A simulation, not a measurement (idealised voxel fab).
The document below concerns the process module designated voxel fin reveal.
The width of the displayed cross-section, cut, is 275 nm; its cells are square, with a size of 5 nm.
How to read a cross-section here: the picture is a grid of square cells, written as bands going from the top down, and any band can span one or more rows of cells.
First you get the band's top height and its bottom height, in nm, and then the materials it's made of, left to right, with each width in nm. If you see a single material with "full width", that one covers the band edge to edge. "empty" is empty space.
The level at which height equals 0 is the one under which the wafer, as it arrives, is entirely one material. No lower edge exists for the bottom band, which continues downward and is notated as in "0 nm and below".
A two-number width, for instance "30..40", indicates that the width is equal to the first number in the top row of the band and to the second number in the bottom row, and that it changes by a constant amount per row of cells.
Take "all unchanged" at face value: in the step it is given for, the cross-section changed in none of its cells.
Basically, "Enclosed void catalog" tells you about the enclosed voids: empty spaces with no open way to the top, 8 cells or bigger, each written width x height at distance, where distance is from the left edge, all in nm.
Read whatever lies past the settings on a step's line as the simulator's own remark about the step.
What "overlay nm" on a step's line means: if the step has a mask, that mask lay this far to the right of its planned place, or, when the value is negative, to the left.
-- Planned step list for the process
1 RECEIVE, material Si
2 CONFORMAL_DEP, material SiN, thk nm 5
3 MASKED_ETCH, tone cover, mask id FINS, width nm 15, pitch nm 35, etch materials SiN, depth nm 5, overlay nm 0
4 MASKED_ETCH, tone cover, mask id FINS, width nm 15, pitch nm 35, etch materials Si, depth nm 40, overlay nm 0
5 OXIDIZE, depth nm 5
6 FILL_DEP, material SiO2, thk nm 15
7 CMP, height nm -5
8 SELECTIVE_ETCH, etch materials SiO2, depth nm 20
9 STRIP, etch materials SiN
Where the wafers of this document differ is in the height nm of step 7; they start out the same, and the plan states the value that applied to the first wafer.
-- Cross-section of the first of several received wafers, showing its state after step 1
- 0 nm and below | Si full width
- Enclosed void catalog: none
-- Basically each wafer gets a line in the table, showing it at the end of the module: material by material, the cells it gained (+) or lost (-) since we got it, then its closed voids
height nm -5, -463 Si, +204 SiO2, Enclosed void catalog: none
height nm 0, -459 Si, +255 SiO2, Enclosed void catalog: none
height nm 5, -459 Si, +306 SiO2, Enclosed void catalog: none
height nm 10, -459 Si, +357 SiO2, Enclosed void catalog: none
height nm 15, -459 Si, +408 SiO2, Enclosed void catalog: none
height nm 20, -459 Si, +459 SiO2, Enclosed void catalog: none
